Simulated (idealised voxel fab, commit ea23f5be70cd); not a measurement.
Process module heading - voxel gate over fins
250 nm wide, 5 nm square cells: that's cross-section cut.
Notation: cross-section as square-cell grid; stated in bands, top first, going down; one or more cell rows per band.
This entry defines a band. It first specifies the height of the band's top and the height of its bottom in nm, and then specifies the band's materials from left to right, stating each material with its width in nm. The word "edge to edge" identifies a single material that fills the band from edge to edge, while the word "blank" identifies empty space.
Note: height 0 marks the level under which the wafer is uniformly one material as received. Lowest band unbounded below, written "0 and below".
Graded width ("30->40"): value in top row of band = first number; value in bottom row = second number; row-to-row change constant.
Key: "no alteration" - step with no changed cell in the cross-section.
"Completely sealed voids" means: voids of 8 cells or more that are shut off from the top with no open way through. Written width x height at distance, distance from the left edge, in nm.
Whatever follows a step's settings on its line is a remark the simulator itself makes about that step.
overlay nm, on a step with a mask: how far to the right of its planned place the mask lay; to the left if negative
These are the steps we planned for the process:
| 1 | op RECEIVE | material Si |
| 2 | op CONFORMAL_DEP | material SiN | thk nm 5 |
| 3 | op MASKED_ETCH | tone cover | mask id FINS | width nm 15 | pitch nm 60 | etch materials SiN | depth nm 5 | overlay nm 0 |
| 4 | op MASKED_ETCH | tone cover | mask id FINS | width nm 15 | pitch nm 60 | etch materials Si | depth nm 40 | overlay nm 0 |
| 5 | op OXIDIZE | depth nm 5 |
| 6 | op FILL_DEP | material SiO2 | thk nm 10 |
| 7 | op CMP | height nm 5 |
| 8 | op DIRECTIONAL_DEP | material aC | thk nm 10 |
| 9 | op PATTERN | tone open | mask id RAIL | material resist | width nm 15 | thk nm 30 | overlay nm 0 |
| 10 | op DIRECTIONAL_ETCH | etch materials aC | depth nm 10 |
| 11 | op STRIP | etch materials resist |
| 12 | op DIRECTIONAL_ETCH | etch materials SiO2 | depth nm 40 |
| 13 | op STRIP | etch materials aC |
| 14 | op CONFORMAL_DEP | material TiN | thk nm 5 |
| 15 | op FILL_DEP | material W | thk nm 10 |
| 16 | op CMP | height nm 5 |
| 17 | op SELECTIVE_ETCH | etch materials W Ru TiN | depth nm 25 |
| 18 | op FILL_DEP | material SiO2 | thk nm 5 |
| 19 | op CMP | height nm 5 |
| 20 | op SELECTIVE_ETCH | etch materials SiO2 | depth nm 15 |
| 21 | op STRIP | etch materials SiN |
| 22 | op CONFORMAL_DEP | material HfO2 | thk nm 5 |
| 23 | op CONFORMAL_DEP | material TiN | thk nm 5 |
| 24 | op CONFORMAL_DEP | material TiAl | thk nm 5 |
| 25 | op CONFORMAL_DEP | material TiN | thk nm 5 |
| 26 | op FILL_DEP | material W | thk nm 10 |
| 27 | op CMP | height nm 25 |
| 28 | op CONFORMAL_DEP | material SiN | thk nm 10 |
Wafers differ in width nm at step 9; plan lists the first wafer's value; identical starting state.
Cross-section of the first of several wafers on receipt, reflecting completion of step 1:
    0 and below | Si edge to edge
    Completely sealed voids: none
The rows of the table below are wafers. Looking at the end of the module, a row counts, for every material, the cells the wafer has gained, shown as (+), or lost, shown as (-), since it was received; its closed voids come next:
width nm 15; +62 HfO2; -423 Si; +100 SiN; +320 SiO2; +62 TiAl; +131 TiN; +98 W; Completely sealed voids: none
width nm 20; +62 HfO2; -423 Si; +100 SiN; +317 SiO2; +62 TiAl; +132 TiN; +100 W; Completely sealed voids: none
width nm 25; +62 HfO2; -423 Si; +100 SiN; +314 SiO2; +62 TiAl; +133 TiN; +102 W; Completely sealed voids: none
width nm 30; +62 HfO2; -423 Si; +100 SiN; +311 SiO2; +62 TiAl; +134 TiN; +104 W; Completely sealed voids: none
